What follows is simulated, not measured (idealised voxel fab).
Process module name: voxel self aligned vias
We display cut, a cross-section 265 nm in width whose square cells are each 5 nm.
Cross-sections here: square-cell grids, written as top-down lists of bands, a band being one or more rows of cells.
Read a band's entry like this: the first values are the height of its top and the height of its bottom in nm, and what follows is the sequence of materials from left to right, each with its width in nm. Note that "empty" is empty space, and that a single material marked "edge to edge" reaches across the band from edge to edge.
Height reference: 0 = level under which incoming wafer is all one material. Lowest band: no bottom, runs on downward, e.g. "0 nm and below".
Width "30 to 40": first value at the band's top row of cells, second value at its bottom row, equal change from row to row.
Step marked "remains unaltered"? Then no cell in the cross-section changed in it.
Look at "Trapped cavities" for the closed voids: empty spaces with no open path to the top, sized 8 cells or up. Each is width x height at distance, distance from the left edge, all nm.
Where a step's line continues beyond its settings, the continuation is a remark by the simulator itself on that step.
overlay nm: for a step with a mask, the amount by which the mask lay right of where it was planned; a negative amount means left of it.

STEPS IN THE PROCESS PLAN
| 1 | RECEIVE (material Si) |
| 2 | CONFORMAL_DEP (material SiO2; thk nm 15) |
| 3 | CONFORMAL_DEP (material SiCN; thk nm 5) |
| 4 | DIRECTIONAL_DEP (material lowk; thk nm 30) |
| 5 | MASKED_ETCH (tone open; mask id LINES; width nm 25; pitch nm 75; etch materials lowk; depth nm 30; overlay nm 0) |
| 6 | CONFORMAL_DEP (material TiN; thk nm 5) |
| 7 | FILL_DEP (material Ru; thk nm 10) |
| 8 | CMP (height nm 50) |
| 9 | SELECTIVE_ETCH (etch materials W Ru TiN; depth nm 5) |
| 10 | FILL_DEP (material SiN; thk nm 10) |
| 11 | CMP (height nm 50) |
| 12 | DIRECTIONAL_DEP (material lowk; thk nm 20) |
| 13 | PATTERN (tone open; mask id VIAS; material resist; width nm 45; thk nm 20; overlay nm 0) |
| 14 | DIRECTIONAL_ETCH (etch materials lowk; depth nm 20) |
| 15 | DIRECTIONAL_ETCH (etch materials SiN; depth nm 5) |
| 16 | STRIP (etch materials resist) |
| 17 | CONFORMAL_DEP (material TiN; thk nm 5) |
| 18 | FILL_DEP (material W; thk nm 10) |
| 19 | CMP (height nm 70) |
| 20 | CONFORMAL_DEP (material SiN; thk nm 5) |

THE FIRST WAFER OF TWO, PROCESSED AS PLANNED

CROSS-SECTION, INCOMING MATERIAL, AFTER STEP 1
- 0 nm and below  Si edge to edge
- Trapped cavities: none

THE WAFER IN CROSS-SECTION ONCE STEP 2 IS COMPLETE
- 15 nm to 0 nm  SiO2 edge to edge
- Under the height 0 nothing was changed.

THE WAFER IN CROSS-SECTION ONCE STEP 3 IS COMPLETE
- 20 nm to 15 nm  SiCN edge to edge
- Under the height 15 nothing was changed.

THE WAFER IN CROSS-SECTION ONCE STEP 4 IS COMPLETE
- 50 nm to 20 nm  lowk edge to edge
- Under the height 20 nothing was changed.

THE WAFER IN CROSS-SECTION ONCE STEP 5 IS COMPLETE
- 50 nm to 20 nm  lowk 80 nm, then empty 25 nm, then lowk 50 nm, then empty 25 nm, then lowk 85 nm
- Under the height 20 nothing was changed.

THE WAFER IN CROSS-SECTION ONCE STEP 6 IS COMPLETE
- 55 nm to 50 nm  TiN 85 nm, then empty 15 nm, then TiN 60 nm, then empty 15 nm, then TiN 90 nm
- 50 nm to 25 nm  lowk 80 nm, then TiN 5 nm, then empty 15 nm, then TiN 5 nm, then lowk 50 nm, then TiN 5 nm, then empty 15 nm, then TiN 5 nm, then lowk 85 nm
- 25 nm to 20 nm  lowk 80 nm, then TiN 25 nm, then lowk 50 nm, then TiN 25 nm, then lowk 85 nm
- Under the height 20 nothing was changed.

THE WAFER IN CROSS-SECTION ONCE STEP 7 IS COMPLETE
- 65 nm to 55 nm  Ru edge to edge
- 55 nm to 50 nm  TiN 85 nm, then Ru 15 nm, then TiN 60 nm, then Ru 15 nm, then TiN 90 nm
- 50 nm to 25 nm  lowk 80 nm, then TiN 5 nm, then Ru 15 nm, then TiN 5 nm, then lowk 50 nm, then TiN 5 nm, then Ru 15 nm, then TiN 5 nm, then lowk 85 nm
- Under the height 25 nothing was changed.

THE WAFER IN CROSS-SECTION ONCE STEP 8 IS COMPLETE
- 50 nm to 25 nm  lowk 80 nm, then TiN 5 nm, then Ru 15 nm, then TiN 5 nm, then lowk 50 nm, then TiN 5 nm, then Ru 15 nm, then TiN 5 nm, then lowk 85 nm
- Under the height 25 nothing was changed.

THE WAFER IN CROSS-SECTION ONCE STEP 9 IS COMPLETE
- 50 nm to 45 nm  lowk 80 nm, then empty 25 nm, then lowk 50 nm, then empty 25 nm, then lowk 85 nm
- Under the height 45 nothing was changed.

THE WAFER IN CROSS-SECTION ONCE STEP 10 IS COMPLETE
- 60 nm to 50 nm  SiN edge to edge
- 50 nm to 45 nm  lowk 80 nm, then SiN 25 nm, then lowk 50 nm, then SiN 25 nm, then lowk 85 nm
- Under the height 45 nothing was changed.

THE WAFER IN CROSS-SECTION ONCE STEP 11 IS COMPLETE
- 50 nm to 45 nm  lowk 80 nm, then SiN 25 nm, then lowk 50 nm, then SiN 25 nm, then lowk 85 nm
- Under the height 45 nothing was changed.

THE WAFER IN CROSS-SECTION ONCE STEP 12 IS COMPLETE
- 70 nm to 50 nm  lowk edge to edge
- Under the height 50 nothing was changed.

THE WAFER IN CROSS-SECTION ONCE STEP 13 IS COMPLETE
- 90 nm to 70 nm  resist 70 nm, then empty 45 nm, then resist 150 nm
- Under the height 70 nothing was changed.

THE WAFER IN CROSS-SECTION ONCE STEP 14 IS COMPLETE
- 90 nm to 70 nm  resist 70 nm, then empty 45 nm, then resist 150 nm
- 70 nm to 50 nm  lowk 70 nm, then empty 45 nm, then lowk 150 nm
- Under the height 50 nothing was changed.

THE WAFER IN CROSS-SECTION ONCE STEP 15 IS COMPLETE
- 90 nm to 70 nm  resist 70 nm, then empty 45 nm, then resist 150 nm
- 70 nm to 50 nm  lowk 70 nm, then empty 45 nm, then lowk 150 nm
- 50 nm to 45 nm  lowk 80 nm, then empty 25 nm, then lowk 50 nm, then SiN 25 nm, then lowk 85 nm
- Under the height 45 nothing was changed.

THE WAFER IN CROSS-SECTION ONCE STEP 16 IS COMPLETE
- 70 nm to 50 nm  lowk 70 nm, then empty 45 nm, then lowk 150 nm
- Under the height 50 nothing was changed.

THE WAFER IN CROSS-SECTION ONCE STEP 17 IS COMPLETE
- 75 nm to 70 nm  TiN 75 nm, then empty 35 nm, then TiN 155 nm
- 70 nm to 55 nm  lowk 70 nm, then TiN 5 nm, then empty 35 nm, then TiN 5 nm, then lowk 150 nm
- 55 nm to 50 nm  lowk 70 nm, then TiN 15 nm, then empty 15 nm, then TiN 15 nm, then lowk 150 nm
- 50 nm to 45 nm  lowk 80 nm, then TiN 25 nm, then lowk 50 nm, then SiN 25 nm, then lowk 85 nm
- Under the height 45 nothing was changed.

THE WAFER IN CROSS-SECTION ONCE STEP 18 IS COMPLETE
- 85 nm to 75 nm  W edge to edge
- 75 nm to 70 nm  TiN 75 nm, then W 35 nm, then TiN 155 nm
- 70 nm to 55 nm  lowk 70 nm, then TiN 5 nm, then W 35 nm, then TiN 5 nm, then lowk 150 nm
- 55 nm to 50 nm  lowk 70 nm, then TiN 15 nm, then W 15 nm, then TiN 15 nm, then lowk 150 nm
- Under the height 50 nothing was changed.

THE WAFER IN CROSS-SECTION ONCE STEP 19 IS COMPLETE
- 70 nm to 55 nm  lowk 70 nm, then TiN 5 nm, then W 35 nm, then TiN 5 nm, then lowk 150 nm
- Under the height 55 nothing was changed.

THE WAFER IN CROSS-SECTION ONCE STEP 20 IS COMPLETE
- 75 nm to 70 nm  SiN edge to edge
- Under the height 70 nothing was changed.

SECOND WAFER. START AND PLAN AS FOR THE FIRST. ONE MISTAKE MADE IN RUNNING. AGREES WITH THE FIRST UP TO AND INCLUDING STEP 3

SECOND WAFER PROFILE IN SECTION, AT THE MOMENT STEP 4 OF THE PLAN WAS MEANT TO BE COMPLETE
- 50 nm to 15 nm  SiCN edge to edge
- Under the height 15 nothing was changed.

Second wafer profile in section, at the moment step 5 of the plan was meant to be complete: remains unaltered

SECOND WAFER PROFILE IN SECTION, AT THE MOMENT STEP 6 OF THE PLAN WAS MEANT TO BE COMPLETE
- 55 nm to 50 nm  TiN edge to edge
- Under the height 50 nothing was changed.

SECOND WAFER PROFILE IN SECTION, AT THE MOMENT STEP 7 OF THE PLAN WAS MEANT TO BE COMPLETE
- 65 nm to 55 nm  Ru edge to edge
- Under the height 55 nothing was changed.

SECOND WAFER PROFILE IN SECTION, AT THE MOMENT STEP 8 OF THE PLAN WAS MEANT TO BE COMPLETE
- 50 nm to 15 nm  SiCN edge to edge
- Under the height 15 nothing was changed.

Second wafer profile in section, at the moment step 9 of the plan was meant to be complete: remains unaltered

SECOND WAFER PROFILE IN SECTION, AT THE MOMENT STEP 10 OF THE PLAN WAS MEANT TO BE COMPLETE
- 60 nm to 50 nm  SiN edge to edge
- Under the height 50 nothing was changed.

SECOND WAFER PROFILE IN SECTION, AT THE MOMENT STEP 11 OF THE PLAN WAS MEANT TO BE COMPLETE
- 50 nm to 15 nm  SiCN edge to edge
- Under the height 15 nothing was changed.

SECOND WAFER PROFILE IN SECTION, AT THE MOMENT STEP 12 OF THE PLAN WAS MEANT TO BE COMPLETE
- 70 nm to 50 nm  lowk edge to edge
- Under the height 50 nothing was changed.

SECOND WAFER PROFILE IN SECTION, AT THE MOMENT STEP 13 OF THE PLAN WAS MEANT TO BE COMPLETE
- 90 nm to 70 nm  resist 70 nm, then empty 45 nm, then resist 150 nm
- Under the height 70 nothing was changed.

SECOND WAFER PROFILE IN SECTION, AT THE MOMENT STEP 14 OF THE PLAN WAS MEANT TO BE COMPLETE
- 90 nm to 70 nm  resist 70 nm, then empty 45 nm, then resist 150 nm
- 70 nm to 50 nm  lowk 70 nm, then empty 45 nm, then lowk 150 nm
- Under the height 50 nothing was changed.

Second wafer profile in section, at the moment step 15 of the plan was meant to be complete: remains unaltered

SECOND WAFER PROFILE IN SECTION, AT THE MOMENT STEP 16 OF THE PLAN WAS MEANT TO BE COMPLETE
- 70 nm to 50 nm  lowk 70 nm, then empty 45 nm, then lowk 150 nm
- Under the height 50 nothing was changed.

SECOND WAFER PROFILE IN SECTION, AT THE MOMENT STEP 17 OF THE PLAN WAS MEANT TO BE COMPLETE
- 75 nm to 70 nm  TiN 75 nm, then empty 35 nm, then TiN 155 nm
- 70 nm to 55 nm  lowk 70 nm, then TiN 5 nm, then empty 35 nm, then TiN 5 nm, then lowk 150 nm
- 55 nm to 50 nm  lowk 70 nm, then TiN 45 nm, then lowk 150 nm
- Under the height 50 nothing was changed.

SECOND WAFER PROFILE IN SECTION, AT THE MOMENT STEP 18 OF THE PLAN WAS MEANT TO BE COMPLETE
- 85 nm to 75 nm  W edge to edge
- 75 nm to 70 nm  TiN 75 nm, then W 35 nm, then TiN 155 nm
- 70 nm to 55 nm  lowk 70 nm, then TiN 5 nm, then W 35 nm, then TiN 5 nm, then lowk 150 nm
- Under the height 55 nothing was changed.

SECOND WAFER PROFILE IN SECTION, AT THE MOMENT STEP 19 OF THE PLAN WAS MEANT TO BE COMPLETE
- 70 nm to 55 nm  lowk 70 nm, then TiN 5 nm, then W 35 nm, then TiN 5 nm, then lowk 150 nm
- Under the height 55 nothing was changed.

SECOND WAFER PROFILE IN SECTION, AT THE MOMENT STEP 20 OF THE PLAN WAS MEANT TO BE COMPLETE
- 75 nm to 70 nm  SiN edge to edge
- Under the height 70 nothing was changed.
Deviation from plan: step 4 did not use the planned setting and instead ran as DIRECTIONAL_DEP (material SiCN; thk nm 30)
Bottom line after processing is that, in cells, the second wafer is up or down on some materials versus the first: Ru -24; SiCN +318; SiN -5; TiN -28; W -3; lowk -258
